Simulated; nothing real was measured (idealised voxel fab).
Process module heading - voxel gate over fins
It is cross-section cut that appears here, measuring 255 nm in width, its square cells being 5 nm in size.
Notation: cross-section as square-cell grid; stated in bands, top first, going down; one or more cell rows per band.
First you get the band's top height and its bottom height, in nm, and then the materials it's made of, left to right, with each width in nm. If you see a single material with "all across", that one covers the band edge to edge. "blank" is empty space.
Height 0 is the level under which the wafer as received is all one material. The lowest band goes on downwards, as in "z 0 and below".
The two numbers in a width such as "30->40" mark its ends across the band: the first belongs to the top row of cells, the second to the bottom row, and from each row to the next the width moves by the same amount.
Given "identical to before" for a step, no cell of the cross-section differs between before and after that step.
Each empty space that has no open way to the top and spans at least 8 cells appears under "Sealed-off cavities" as width x height at distance, the distance counted from the left edge, all in nm.
The remark found on a step's line after its settings is issued by the simulator itself and pertains to that step.
"overlay nm", when on a step's line for a step with a mask, measures how far to the right of its planned place the mask lay; a negative measure means to the left.
Structure of the following material. The material consists of pairs of cross-sections. Each pair comprises the cross-section before one process step and the cross-section after that step, the latter shown only down to the lowest band that changed. The step between the cross-sections is specified beneath each pair, including its settings. Pairs are not necessarily consecutive: they may derive from different runs of this module performed on the same starting wafer. Continuity with the pair above is to be assumed only where the entry headed "Pre-process" of the pair in question states it.

[Pre-process]
- z 20 to 15  15 nm blank | 220 nm TiN | 20 nm blank
- z 15 to 10  15 nm blank | 5 nm TiN | 45 nm TiAl | 10 nm TiN | 45 nm TiAl | 10 nm TiN | 45 nm TiAl | 10 nm TiN | 45 nm TiAl | 5 nm TiN | 20 nm blank
- z 10 to 5  15 nm blank | 5 nm TiN | 5 nm TiAl | 35 nm TiN | 5 nm TiAl | 10 nm TiN | 5 nm TiAl | 35 nm TiN | 5 nm TiAl | 10 nm TiN | 5 nm TiAl | 35 nm TiN | 5 nm TiAl | 10 nm TiN | 5 nm TiAl | 35 nm TiN | 5 nm TiAl | 5 nm TiN | 20 nm blank
- z 5 to 0  15 nm blank | 5 nm TiN | 5 nm TiAl | 5 nm TiN | 25 nm HfO2 | 5 nm TiN | 5 nm TiAl | 10 nm TiN | 5 nm TiAl | 5 nm TiN | 25 nm HfO2 | 5 nm TiN | 5 nm TiAl | 10 nm TiN | 5 nm TiAl | 5 nm TiN | 25 nm HfO2 | 5 nm TiN | 5 nm TiAl | 10 nm TiN | 5 nm TiAl | 5 nm TiN | 25 nm HfO2 | 5 nm TiN | 5 nm TiAl | 5 nm TiN | 20 nm blank
- z 0 to -5  15 nm blank | 5 nm TiN | 5 nm TiAl | 5 nm TiN | 5 nm HfO2 | 15 nm Si | 5 nm HfO2 | 5 nm TiN | 5 nm TiAl | 10 nm TiN | 5 nm TiAl | 5 nm TiN | 5 nm HfO2 | 15 nm Si | 5 nm HfO2 | 5 nm TiN | 5 nm TiAl | 10 nm TiN | 5 nm TiAl | 5 nm TiN | 5 nm HfO2 | 15 nm Si | 5 nm HfO2 | 5 nm TiN | 5 nm TiAl | 10 nm TiN | 5 nm TiAl | 5 nm TiN | 5 nm HfO2 | 15 nm Si | 5 nm HfO2 | 5 nm TiN | 5 nm TiAl | 5 nm TiN | 20 nm blank
- z -5 to -10  20 nm TiN | 5 nm TiAl | 5 nm TiN | 5 nm HfO2 | 15 nm Si | 5 nm HfO2 | 5 nm TiN | 20 nm TiAl | 5 nm TiN | 5 nm HfO2 | 15 nm Si | 5 nm HfO2 | 5 nm TiN | 5 nm TiAl | 10 nm TiN | 5 nm TiAl | 5 nm TiN | 5 nm HfO2 | 15 nm Si | 5 nm HfO2 | 5 nm TiN | 5 nm TiAl | 10 nm TiN | 5 nm TiAl | 5 nm TiN | 5 nm HfO2 | 15 nm Si | 5 nm HfO2 | 5 nm TiN | 5 nm TiAl | 25 nm TiN
- z -10 to -15  25 nm TiAl | 5 nm TiN | 5 nm HfO2 | 15 nm Si | 5 nm HfO2 | 30 nm TiN | 5 nm HfO2 | 15 nm Si | 5 nm HfO2 | 5 nm TiN | 20 nm TiAl | 5 nm TiN | 5 nm HfO2 | 15 nm Si | 5 nm HfO2 | 5 nm TiN | 20 nm TiAl | 5 nm TiN | 5 nm HfO2 | 15 nm Si | 5 nm HfO2 | 5 nm TiN | 30 nm TiAl
- z -15 to -20  30 nm TiN | 5 nm HfO2 | 15 nm Si | 30 nm HfO2 | 5 nm TiN | 5 nm HfO2 | 15 nm Si | 5 nm HfO2 | 30 nm TiN | 5 nm HfO2 | 15 nm Si | 5 nm HfO2 | 30 nm TiN | 5 nm HfO2 | 15 nm Si | 5 nm HfO2 | 35 nm TiN
- z -20 to -25  35 nm HfO2 | 15 nm Si | 10 nm HfO2 | 5 nm TiN | 5 nm Ru | 5 nm TiN | 15 nm HfO2 | 15 nm Si | 40 nm HfO2 | 15 nm Si | 40 nm HfO2 | 15 nm Si | 40 nm HfO2
- z -25 to -30  35 nm SiO2 | 15 nm Si | 10 nm SiO2 | 5 nm TiN | 5 nm Ru | 5 nm TiN | 15 nm SiO2 | 15 nm Si | 40 nm SiO2 | 15 nm Si | 40 nm SiO2 | 15 nm Si | 40 nm SiO2
- z -30 to -35  35 nm SiO2 | 15 nm Si | 10 nm SiO2 | 15 nm TiN | 15 nm SiO2 | 15 nm Si | 40 nm SiO2 | 15 nm Si | 40 nm SiO2 | 15 nm Si | 40 nm SiO2
- z -35 to -40  35 nm SiO2 | 15 nm Si | 40 nm SiO2 | 15 nm Si | 40 nm SiO2 | 15 nm Si | 40 nm SiO2 | 15 nm Si | 40 nm SiO2
- z -40 and below  Si all across
- Sealed-off cavities: none

[Result of Step]
- z 35 to 20  W all across
- z 20 to 15  15 nm W | 220 nm TiN | 20 nm W
- z 15 to 10  15 nm W | 5 nm TiN | 45 nm TiAl | 10 nm TiN | 45 nm TiAl | 10 nm TiN | 45 nm TiAl | 10 nm TiN | 45 nm TiAl | 5 nm TiN | 20 nm W
- z 10 to 5  15 nm W | 5 nm TiN | 5 nm TiAl | 35 nm TiN | 5 nm TiAl | 10 nm TiN | 5 nm TiAl | 35 nm TiN | 5 nm TiAl | 10 nm TiN | 5 nm TiAl | 35 nm TiN | 5 nm TiAl | 10 nm TiN | 5 nm TiAl | 35 nm TiN | 5 nm TiAl | 5 nm TiN | 20 nm W
- z 5 to 0  15 nm W | 5 nm TiN | 5 nm TiAl | 5 nm TiN | 25 nm HfO2 | 5 nm TiN | 5 nm TiAl | 10 nm TiN | 5 nm TiAl | 5 nm TiN | 25 nm HfO2 | 5 nm TiN | 5 nm TiAl | 10 nm TiN | 5 nm TiAl | 5 nm TiN | 25 nm HfO2 | 5 nm TiN | 5 nm TiAl | 10 nm TiN | 5 nm TiAl | 5 nm TiN | 25 nm HfO2 | 5 nm TiN | 5 nm TiAl | 5 nm TiN | 20 nm W
- z 0 to -5  15 nm W | 5 nm TiN | 5 nm TiAl | 5 nm TiN | 5 nm HfO2 | 15 nm Si | 5 nm HfO2 | 5 nm TiN | 5 nm TiAl | 10 nm TiN | 5 nm TiAl | 5 nm TiN | 5 nm HfO2 | 15 nm Si | 5 nm HfO2 | 5 nm TiN | 5 nm TiAl | 10 nm TiN | 5 nm TiAl | 5 nm TiN | 5 nm HfO2 | 15 nm Si | 5 nm HfO2 | 5 nm TiN | 5 nm TiAl | 10 nm TiN | 5 nm TiAl | 5 nm TiN | 5 nm HfO2 | 15 nm Si | 5 nm HfO2 | 5 nm TiN | 5 nm TiAl | 5 nm TiN | 20 nm W
- Below -5, the layers are the same as they were.
- Sealed-off cavities: none
Step lying between the two cross-sections just above: FILL_DEP, material W, thk nm 15

Pre-process: equal to the after panel directly above.

[Result of Step]
- z 30 to 20  W all across
- Below 20, the layers are the same as they were.
- Sealed-off cavities: none
Step lying between the two cross-sections just above: CMP, height nm 30

Pre-process: equal to the after panel directly above.

[Result of Step]
- z 40 to 30  SiN all across
- Below 30, the layers are the same as they were.
- Sealed-off cavities: none
Step lying between the two cross-sections just above: CONFORMAL_DEP, material SiN, thk nm 10

[Pre-process]
- z 5 to 0  35 nm SiO2 | 15 nm SiN | 40 nm SiO2 | 15 nm SiN | 40 nm SiO2 | 15 nm SiN | 40 nm SiO2 | 15 nm SiN | 40 nm SiO2
- z 0 to -20  35 nm SiO2 | 15 nm Si | 40 nm SiO2 | 15 nm Si | 40 nm SiO2 | 15 nm Si | 40 nm SiO2 | 15 nm Si | 40 nm SiO2
- z -20 to -30  35 nm SiO2 | 15 nm Si | 10 nm SiO2 | 5 nm TiN | 5 nm Ru | 5 nm TiN | 15 nm SiO2 | 15 nm Si | 40 nm SiO2 | 15 nm Si | 40 nm SiO2 | 15 nm Si | 40 nm SiO2
- z -30 to -35  35 nm SiO2 | 15 nm Si | 10 nm SiO2 | 15 nm TiN | 15 nm SiO2 | 15 nm Si | 40 nm SiO2 | 15 nm Si | 40 nm SiO2 | 15 nm Si | 40 nm SiO2
- z -35 to -40  35 nm SiO2 | 15 nm Si | 40 nm SiO2 | 15 nm Si | 40 nm SiO2 | 15 nm Si | 40 nm SiO2 | 15 nm Si | 40 nm SiO2
- z -40 and below  Si all across
- Sealed-off cavities: none

[Result of Step]
- z 5 to 0  35 nm SiO2 | 15 nm blank | 40 nm SiO2 | 15 nm blank | 40 nm SiO2 | 15 nm blank | 40 nm SiO2 | 15 nm blank | 40 nm SiO2
- Below 0, the layers are the same as they were.
- Sealed-off cavities: none
Step lying between the two cross-sections just above: STRIP, etch materials SiN

Pre-process: equal to the after panel directly above.

[Result of Step]
- z 0 to -10  35 nm blank | 15 nm Si | 40 nm blank | 15 nm Si | 40 nm blank | 15 nm Si | 40 nm blank | 15 nm Si | 40 nm blank
- z -10 to -15  20 nm SiO2 | 15 nm blank | 15 nm Si | 15 nm blank | 10 nm SiO2 | 15 nm blank | 15 nm Si | 15 nm blank | 10 nm SiO2 | 15 nm blank | 15 nm Si | 15 nm blank | 10 nm SiO2 | 15 nm blank | 15 nm Si | 15 nm blank | 25 nm SiO2
- Below -15, the layers are the same as they were.
- Sealed-off cavities: none
Step lying between the two cross-sections just above: SELECTIVE_ETCH, etch materials SiO2, depth nm 15

Pre-process: equal to the after panel directly above.

[Result of Step]
- z 5 to 0  30 nm blank | 25 nm HfO2 | 30 nm blank | 25 nm HfO2 | 30 nm blank | 25 nm HfO2 | 30 nm blank | 25 nm HfO2 | 35 nm blank
- z 0 to -5  30 nm blank | 5 nm HfO2 | 15 nm Si | 5 nm HfO2 | 30 nm blank | 5 nm HfO2 | 15 nm Si | 5 nm HfO2 | 30 nm blank | 5 nm HfO2 | 15 nm Si | 5 nm HfO2 | 30 nm blank | 5 nm HfO2 | 15 nm Si | 5 nm HfO2 | 35 nm blank
- z -5 to -10  25 nm HfO2 | 5 nm blank | 5 nm HfO2 | 15 nm Si | 5 nm HfO2 | 5 nm blank | 20 nm HfO2 | 5 nm blank | 5 nm HfO2 | 15 nm Si | 5 nm HfO2 | 5 nm blank | 20 nm HfO2 | 5 nm blank | 5 nm HfO2 | 15 nm Si | 5 nm HfO2 | 5 nm blank | 20 nm HfO2 | 5 nm blank | 5 nm HfO2 | 15 nm Si | 5 nm HfO2 | 5 nm blank | 30 nm HfO2
- z -10 to -15  20 nm SiO2 | 15 nm HfO2 | 15 nm Si | 15 nm HfO2 | 10 nm SiO2 | 15 nm HfO2 | 15 nm Si | 15 nm HfO2 | 10 nm SiO2 | 15 nm HfO2 | 15 nm Si | 15 nm HfO2 | 10 nm SiO2 | 15 nm HfO2 | 15 nm Si | 15 nm HfO2 | 25 nm SiO2
- Below -15, the layers are the same as they were.
- Sealed-off cavities: none
Step lying between the two cross-sections just above: CONFORMAL_DEP, material HfO2, thk nm 5

Pre-process: equal to the after panel directly above.

[Result of Step]
- z 10 to 5  25 nm blank | 35 nm TiN | 20 nm blank | 35 nm TiN | 20 nm blank | 35 nm TiN | 20 nm blank | 35 nm TiN | 30 nm blank
- z 5 to 0  25 nm blank | 5 nm TiN | 25 nm HfO2 | 5 nm TiN | 20 nm blank | 5 nm TiN | 25 nm HfO2 | 5 nm TiN | 20 nm blank | 5 nm TiN | 25 nm HfO2 | 5 nm TiN | 20 nm blank | 5 nm TiN | 25 nm HfO2 | 5 nm TiN | 30 nm blank
- z 0 to -5  30 nm TiN | 5 nm HfO2 | 15 nm Si | 5 nm HfO2 | 30 nm TiN | 5 nm HfO2 | 15 nm Si | 5 nm HfO2 | 30 nm TiN | 5 nm HfO2 | 15 nm Si | 5 nm HfO2 | 30 nm TiN | 5 nm HfO2 | 15 nm Si | 5 nm HfO2 | 35 nm TiN
- z -5 to -10  25 nm HfO2 | 5 nm TiN | 5 nm HfO2 | 15 nm Si | 5 nm HfO2 | 5 nm TiN | 20 nm HfO2 | 5 nm TiN | 5 nm HfO2 | 15 nm Si | 5 nm HfO2 | 5 nm TiN | 20 nm HfO2 | 5 nm TiN | 5 nm HfO2 | 15 nm Si | 5 nm HfO2 | 5 nm TiN | 20 nm HfO2 | 5 nm TiN | 5 nm HfO2 | 15 nm Si | 5 nm HfO2 | 5 nm TiN | 30 nm HfO2
- Below -10, the layers are the same as they were.
- Sealed-off cavities: none
Step lying between the two cross-sections just above: CONFORMAL_DEP, material TiN, thk nm 5

Pre-process: equal to the after panel directly above.

[Result of Step]
- z 15 to 10  20 nm blank | 45 nm TiAl | 10 nm blank | 45 nm TiAl | 10 nm blank | 45 nm TiAl | 10 nm blank | 45 nm TiAl | 25 nm blank
- z 10 to 5  20 nm blank | 5 nm TiAl | 35 nm TiN | 5 nm TiAl | 10 nm blank | 5 nm TiAl | 35 nm TiN | 5 nm TiAl | 10 nm blank | 5 nm TiAl | 35 nm TiN | 5 nm TiAl | 10 nm blank | 5 nm TiAl | 35 nm TiN | 5 nm TiAl | 25 nm blank
- z 5 to 0  25 nm TiAl | 5 nm TiN | 25 nm HfO2 | 5 nm TiN | 20 nm TiAl | 5 nm TiN | 25 nm HfO2 | 5 nm TiN | 20 nm TiAl | 5 nm TiN | 25 nm HfO2 | 5 nm TiN | 20 nm TiAl | 5 nm TiN | 25 nm HfO2 | 5 nm TiN | 30 nm TiAl
- Below 0, the layers are the same as they were.
- Sealed-off cavities: none
Step lying between the two cross-sections just above: CONFORMAL_DEP, material TiAl, thk nm 5

Pre-process: equal to the after panel directly above.

[Result of Step]
- z 20 to 15  15 nm blank | 220 nm TiN | 20 nm blank
- z 15 to 10  15 nm blank | 5 nm TiN | 45 nm TiAl | 10 nm TiN | 45 nm TiAl | 10 nm TiN | 45 nm TiAl | 10 nm TiN | 45 nm TiAl | 5 nm TiN | 20 nm blank
- z 10 to 5  20 nm TiN | 5 nm TiAl | 35 nm TiN | 5 nm TiAl | 10 nm TiN | 5 nm TiAl | 35 nm TiN | 5 nm TiAl | 10 nm TiN | 5 nm TiAl | 35 nm TiN | 5 nm TiAl | 10 nm TiN | 5 nm TiAl | 35 nm TiN | 5 nm TiAl | 25 nm TiN
- Below 5, the layers are the same as they were.
- Sealed-off cavities: none
Step lying between the two cross-sections just above: CONFORMAL_DEP, material TiN, thk nm 5

Pre-process: equal to the after panel directly above.

[Result of Step]
- z 35 to 20  W all across
- z 20 to 15  15 nm W | 220 nm TiN | 20 nm W
- z 15 to 10  15 nm W | 5 nm TiN | 45 nm TiAl | 10 nm TiN | 45 nm TiAl | 10 nm TiN | 45 nm TiAl | 10 nm TiN | 45 nm TiAl | 5 nm TiN | 20 nm W
- Below 10, the layers are the same as they were.
- Sealed-off cavities: none
Step lying between the two cross-sections just above: FILL_DEP, material W, thk nm 15

Pre-process: equal to the after panel directly above.

[Result of Step]
- z 30 to 20  W all across
- Below 20, the layers are the same as they were.
- Sealed-off cavities: none
Step lying between the two cross-sections just above: CMP, height nm 30

Pre-process: equal to the after panel directly above.

[Result of Step]
- z 40 to 30  SiN all across
- Below 30, the layers are the same as they were.
- Sealed-off cavities: none
Step lying between the two cross-sections just above: CONFORMAL_DEP, material SiN, thk nm 10

[Pre-process]
- z 30 to 20  W all across
- z 20 to 15  15 nm W | 220 nm TiN | 20 nm W
- z 15 to 10  15 nm W | 5 nm TiN | 45 nm TiAl | 10 nm TiN | 45 nm TiAl | 10 nm TiN | 45 nm TiAl | 10 nm TiN | 45 nm TiAl | 5 nm TiN | 20 nm W
- z 10 to 5  20 nm TiN | 5 nm TiAl | 35 nm TiN | 5 nm TiAl | 10 nm TiN | 5 nm TiAl | 35 nm TiN | 5 nm TiAl | 10 nm TiN | 5 nm TiAl | 35 nm TiN | 5 nm TiAl | 10 nm TiN | 5 nm TiAl | 35 nm TiN | 5 nm TiAl | 25 nm TiN
- z 5 to 0  25 nm TiAl | 5 nm TiN | 25 nm HfO2 | 5 nm TiN | 20 nm TiAl | 5 nm TiN | 25 nm HfO2 | 5 nm TiN | 20 nm TiAl | 5 nm TiN | 25 nm HfO2 | 5 nm TiN | 20 nm TiAl | 5 nm TiN | 25 nm HfO2 | 5 nm TiN | 30 nm TiAl
- z 0 to -5  30 nm TiN | 5 nm HfO2 | 15 nm Si | 5 nm HfO2 | 30 nm TiN | 5 nm HfO2 | 15 nm Si | 5 nm HfO2 | 30 nm TiN | 5 nm HfO2 | 15 nm Si | 5 nm HfO2 | 30 nm TiN | 5 nm HfO2 | 15 nm Si | 5 nm HfO2 | 35 nm TiN
- z -5 to -10  35 nm HfO2 | 15 nm Si | 40 nm HfO2 | 15 nm Si | 40 nm HfO2 | 15 nm Si | 40 nm HfO2 | 15 nm Si | 40 nm HfO2
- z -10 to -20  35 nm SiO2 | 15 nm Si | 40 nm SiO2 | 15 nm Si | 40 nm SiO2 | 15 nm Si | 40 nm SiO2 | 15 nm Si | 40 nm SiO2
- z -20 to -30  35 nm SiO2 | 15 nm Si | 10 nm SiO2 | 5 nm TiN | 5 nm Ru | 5 nm TiN | 15 nm SiO2 | 15 nm Si | 40 nm SiO2 | 15 nm Si | 40 nm SiO2 | 15 nm Si | 40 nm SiO2
- z -30 to -35  35 nm SiO2 | 15 nm Si | 10 nm SiO2 | 15 nm TiN | 15 nm SiO2 | 15 nm Si | 40 nm SiO2 | 15 nm Si | 40 nm SiO2 | 15 nm Si | 40 nm SiO2
- z -35 to -40  35 nm SiO2 | 15 nm Si | 40 nm SiO2 | 15 nm Si | 40 nm SiO2 | 15 nm Si | 40 nm SiO2 | 15 nm Si | 40 nm SiO2
- z -40 and below  Si all across
- Sealed-off cavities: none

[Result of Step]
- z 35 to 30  SiN all across
- Below 30, the layers are the same as they were.
- Sealed-off cavities: none
Step lying between the two cross-sections just above: CONFORMAL_DEP, material SiN, thk nm 5

[Pre-process]
- z 5 to 0  35 nm SiO2 | 15 nm SiN | 40 nm SiO2 | 15 nm SiN | 40 nm SiO2 | 15 nm SiN | 40 nm SiO2 | 15 nm SiN | 40 nm SiO2
- z 0 to -40  35 nm SiO2 | 15 nm Si | 40 nm SiO2 | 15 nm Si | 40 nm SiO2 | 15 nm Si | 40 nm SiO2 | 15 nm Si | 40 nm SiO2
- z -40 and below  Si all across
- Sealed-off cavities: none

[Result of Step]
- z 25 to 5  60 nm resist | 20 nm blank | 175 nm resist
- Below 5, the layers are the same as they were.
- Sealed-off cavities: none
Step lying between the two cross-sections just above: PATTERN, tone open, mask id RAIL, material resist, width nm 20, thk nm 20, overlay nm 0

Pre-process: equal to the after panel directly above.

[Result of Step]
- z 25 to 5  60 nm resist | 20 nm blank | 175 nm resist
- z 5 to 0  35 nm SiO2 | 15 nm SiN | 10 nm SiO2 | 20 nm blank | 10 nm SiO2 | 15 nm SiN | 40 nm SiO2 | 15 nm SiN | 40 nm SiO2 | 15 nm SiN | 40 nm SiO2
- z 0 to -35  35 nm SiO2 | 15 nm Si | 10 nm SiO2 | 20 nm blank | 10 nm SiO2 | 15 nm Si | 40 nm SiO2 | 15 nm Si | 40 nm SiO2 | 15 nm Si | 40 nm SiO2
- Below -35, the layers are the same as they were.
- Sealed-off cavities: none
Step lying between the two cross-sections just above: DIRECTIONAL_ETCH, etch materials SiO2, depth nm 40

Pre-process: equal to the after panel directly above.

[Result of Step]
- z 5 to 0  35 nm SiO2 | 15 nm SiN | 10 nm SiO2 | 20 nm blank | 10 nm SiO2 | 15 nm SiN | 40 nm SiO2 | 15 nm SiN | 40 nm SiO2 | 15 nm SiN | 40 nm SiO2
- Below 0, the layers are the same as they were.
- Sealed-off cavities: none
Step lying between the two cross-sections just above: STRIP, etch materials resist

Pre-process: equal to the after panel directly above.

[Result of Step]
- z 10 to 5  65 nm TiN | 10 nm blank | 180 nm TiN
- z 5 to 0  35 nm SiO2 | 15 nm SiN | 10 nm SiO2 | 5 nm TiN | 10 nm blank | 5 nm TiN | 10 nm SiO2 | 15 nm SiN | 40 nm SiO2 | 15 nm SiN | 40 nm SiO2 | 15 nm SiN | 40 nm SiO2
- z 0 to -30  35 nm SiO2 | 15 nm Si | 10 nm SiO2 | 5 nm TiN | 10 nm blank | 5 nm TiN | 10 nm SiO2 | 15 nm Si | 40 nm SiO2 | 15 nm Si | 40 nm SiO2 | 15 nm Si | 40 nm SiO2
- z -30 to -35  35 nm SiO2 | 15 nm Si | 10 nm SiO2 | 20 nm TiN | 10 nm SiO2 | 15 nm Si | 40 nm SiO2 | 15 nm Si | 40 nm SiO2 | 15 nm Si | 40 nm SiO2
- Below -35, the layers are the same as they were.
- Sealed-off cavities: none
Step lying between the two cross-sections just above: CONFORMAL_DEP, material TiN, thk nm 5

Pre-process: equal to the after panel directly above.

[Result of Step]
- z 15 to 10  Ru all across
- z 10 to 5  65 nm TiN | 10 nm Ru | 180 nm TiN
- z 5 to 0  35 nm SiO2 | 15 nm SiN | 10 nm SiO2 | 5 nm TiN | 10 nm Ru | 5 nm TiN | 10 nm SiO2 | 15 nm SiN | 40 nm SiO2 | 15 nm SiN | 40 nm SiO2 | 15 nm SiN | 40 nm SiO2
- z 0 to -30  35 nm SiO2 | 15 nm Si | 10 nm SiO2 | 5 nm TiN | 10 nm Ru | 5 nm TiN | 10 nm SiO2 | 15 nm Si | 40 nm SiO2 | 15 nm Si | 40 nm SiO2 | 15 nm Si | 40 nm SiO2
- Below -30, the layers are the same as they were.
- Sealed-off cavities: none
Step lying between the two cross-sections just above: FILL_DEP, material Ru, thk nm 5

Pre-process: equal to the after panel directly above.

[Result of Step]
- z 5 to 0  35 nm SiO2 | 15 nm SiN | 10 nm SiO2 | 5 nm TiN | 10 nm Ru | 5 nm TiN | 10 nm SiO2 | 15 nm SiN | 40 nm SiO2 | 15 nm SiN | 40 nm SiO2 | 15 nm SiN | 40 nm SiO2
- Below 0, the layers are the same as they were.
- Sealed-off cavities: none
Step lying between the two cross-sections just above: CMP, height nm 5

Pre-process: equal to the after panel directly above.

[Result of Step]
- z 5 to 0  35 nm SiO2 | 15 nm SiN | 10 nm SiO2 | 20 nm blank | 10 nm SiO2 | 15 nm SiN | 40 nm SiO2 | 15 nm SiN | 40 nm SiO2 | 15 nm SiN | 40 nm SiO2
- z 0 to -20  35 nm SiO2 | 15 nm Si | 10 nm SiO2 | 20 nm blank | 10 nm SiO2 | 15 nm Si | 40 nm SiO2 | 15 nm Si | 40 nm SiO2 | 15 nm Si | 40 nm SiO2
- Below -20, the layers are the same as they were.
- Sealed-off cavities: none
Step lying between the two cross-sections just above: SELECTIVE_ETCH, etch materials W Ru TiN, depth nm 25

Pre-process: equal to the after panel directly above.

[Result of Step]
- z 10 to 5  SiO2 all across
- z 5 to 0  35 nm SiO2 | 15 nm SiN | 40 nm SiO2 | 15 nm SiN | 40 nm SiO2 | 15 nm SiN | 40 nm SiO2 | 15 nm SiN | 40 nm SiO2
- z 0 to -20  35 nm SiO2 | 15 nm Si | 40 nm SiO2 | 15 nm Si | 40 nm SiO2 | 15 nm Si | 40 nm SiO2 | 15 nm Si | 40 nm SiO2
- Below -20, the layers are the same as they were.
- Sealed-off cavities: none
Step lying between the two cross-sections just above: FILL_DEP, material SiO2, thk nm 5

Pre-process: equal to the after panel directly above.

[Result of Step]
- z 5 to 0  35 nm SiO2 | 15 nm SiN | 40 nm SiO2 | 15 nm SiN | 40 nm SiO2 | 15 nm SiN | 40 nm SiO2 | 15 nm SiN | 40 nm SiO2
- Below 0, the layers are the same as they were.
- Sealed-off cavities: none
Step lying between the two cross-sections just above: CMP, height nm 5

Pre-process: equal to the after panel directly above.

[Result of Step]
- z 5 to 0  35 nm blank | 15 nm SiN | 40 nm blank | 15 nm SiN | 40 nm blank | 15 nm SiN | 40 nm blank | 15 nm SiN | 40 nm blank
- z 0 to -10  35 nm blank | 15 nm Si | 40 nm blank | 15 nm Si | 40 nm blank | 15 nm Si | 40 nm blank | 15 nm Si | 40 nm blank
- Below -10, the layers are the same as they were.
- Sealed-off cavities: none
Step lying between the two cross-sections just above: SELECTIVE_ETCH, etch materials SiO2, depth nm 15

Pre-process: equal to the after panel directly above.

[Result of Step]
- z 0 to -10  35 nm blank | 15 nm Si | 40 nm blank | 15 nm Si | 40 nm blank | 15 nm Si | 40 nm blank | 15 nm Si | 40 nm blank
- Below -10, the layers are the same as they were.
- Sealed-off cavities: none
Step lying between the two cross-sections just above: STRIP, etch materials SiN

Pre-process: equal to the after panel directly above.

[Result of Step]
- z 5 to 0  30 nm blank | 25 nm HfO2 | 30 nm blank | 25 nm HfO2 | 30 nm blank | 25 nm HfO2 | 30 nm blank | 25 nm HfO2 | 35 nm blank
- z 0 to -5  30 nm blank | 5 nm HfO2 | 15 nm Si | 5 nm HfO2 | 30 nm blank | 5 nm HfO2 | 15 nm Si | 5 nm HfO2 | 30 nm blank | 5 nm HfO2 | 15 nm Si | 5 nm HfO2 | 30 nm blank | 5 nm HfO2 | 15 nm Si | 5 nm HfO2 | 35 nm blank
- z -5 to -10  35 nm HfO2 | 15 nm Si | 40 nm HfO2 | 15 nm Si | 40 nm HfO2 | 15 nm Si | 40 nm HfO2 | 15 nm Si | 40 nm HfO2
- Below -10, the layers are the same as they were.
- Sealed-off cavities: none
Step lying between the two cross-sections just above: CONFORMAL_DEP, material HfO2, thk nm 5

Pre-process: equal to the after panel directly above.

[Result of Step]
- z 10 to 5  25 nm blank | 35 nm TiN | 20 nm blank | 35 nm TiN | 20 nm blank | 35 nm TiN | 20 nm blank | 35 nm TiN | 30 nm blank
- z 5 to 0  25 nm blank | 5 nm TiN | 25 nm HfO2 | 5 nm TiN | 20 nm blank | 5 nm TiN | 25 nm HfO2 | 5 nm TiN | 20 nm blank | 5 nm TiN | 25 nm HfO2 | 5 nm TiN | 20 nm blank | 5 nm TiN | 25 nm HfO2 | 5 nm TiN | 30 nm blank
- z 0 to -5  30 nm TiN | 5 nm HfO2 | 15 nm Si | 5 nm HfO2 | 30 nm TiN | 5 nm HfO2 | 15 nm Si | 5 nm HfO2 | 30 nm TiN | 5 nm HfO2 | 15 nm Si | 5 nm HfO2 | 30 nm TiN | 5 nm HfO2 | 15 nm Si | 5 nm HfO2 | 35 nm TiN
- Below -5, the layers are the same as they were.
- Sealed-off cavities: none
Step lying between the two cross-sections just above: CONFORMAL_DEP, material TiN, thk nm 5

Pre-process: equal to the after panel directly above.

[Result of Step]
- z 15 to 10  20 nm blank | 45 nm TiAl | 10 nm blank | 45 nm TiAl | 10 nm blank | 45 nm TiAl | 10 nm blank | 45 nm TiAl | 25 nm blank
- z 10 to 5  20 nm blank | 5 nm TiAl | 35 nm TiN | 5 nm TiAl | 10 nm blank | 5 nm TiAl | 35 nm TiN | 5 nm TiAl | 10 nm blank | 5 nm TiAl | 35 nm TiN | 5 nm TiAl | 10 nm blank | 5 nm TiAl | 35 nm TiN | 5 nm TiAl | 25 nm blank
- z 5 to 0  25 nm TiAl | 5 nm TiN | 25 nm HfO2 | 5 nm TiN | 20 nm TiAl | 5 nm TiN | 25 nm HfO2 | 5 nm TiN | 20 nm TiAl | 5 nm TiN | 25 nm HfO2 | 5 nm TiN | 20 nm TiAl | 5 nm TiN | 25 nm HfO2 | 5 nm TiN | 30 nm TiAl
- Below 0, the layers are the same as they were.
- Sealed-off cavities: none
Step lying between the two cross-sections just above: CONFORMAL_DEP, material TiAl, thk nm 5

Pre-process: equal to the after panel directly above.

[Result of Step]
- z 20 to 15  15 nm blank | 220 nm TiN | 20 nm blank
- z 15 to 10  15 nm blank | 5 nm TiN | 45 nm TiAl | 10 nm TiN | 45 nm TiAl | 10 nm TiN | 45 nm TiAl | 10 nm TiN | 45 nm TiAl | 5 nm TiN | 20 nm blank
- z 10 to 5  20 nm TiN | 5 nm TiAl | 35 nm TiN | 5 nm TiAl | 10 nm TiN | 5 nm TiAl | 35 nm TiN | 5 nm TiAl | 10 nm TiN | 5 nm TiAl | 35 nm TiN | 5 nm TiAl | 10 nm TiN | 5 nm TiAl | 35 nm TiN | 5 nm TiAl | 25 nm TiN
- Below 5, the layers are the same as they were.
- Sealed-off cavities: none
Step lying between the two cross-sections just above: CONFORMAL_DEP, material TiN, thk nm 5

Pre-process: equal to the after panel directly above.

[Result of Step]
- z 35 to 20  W all across
- z 20 to 15  15 nm W | 220 nm TiN | 20 nm W
- z 15 to 10  15 nm W | 5 nm TiN | 45 nm TiAl | 10 nm TiN | 45 nm TiAl | 10 nm TiN | 45 nm TiAl | 10 nm TiN | 45 nm TiAl | 5 nm TiN | 20 nm W
- Below 10, the layers are the same as they were.
- Sealed-off cavities: none
Step lying between the two cross-sections just above: FILL_DEP, material W, thk nm 15

Pre-process: equal to the after panel directly above.

[Result of Step]
- z 30 to 20  W all across
- Below 20, the layers are the same as they were.
- Sealed-off cavities: none
Step lying between the two cross-sections just above: CMP, height nm 30

Pre-process: equal to the after panel directly above.

[Result of Step]
- z 40 to 30  SiN all across
- Below 30, the layers are the same as they were.
- Sealed-off cavities: none
Step lying between the two cross-sections just above: CONFORMAL_DEP, material SiN, thk nm 10
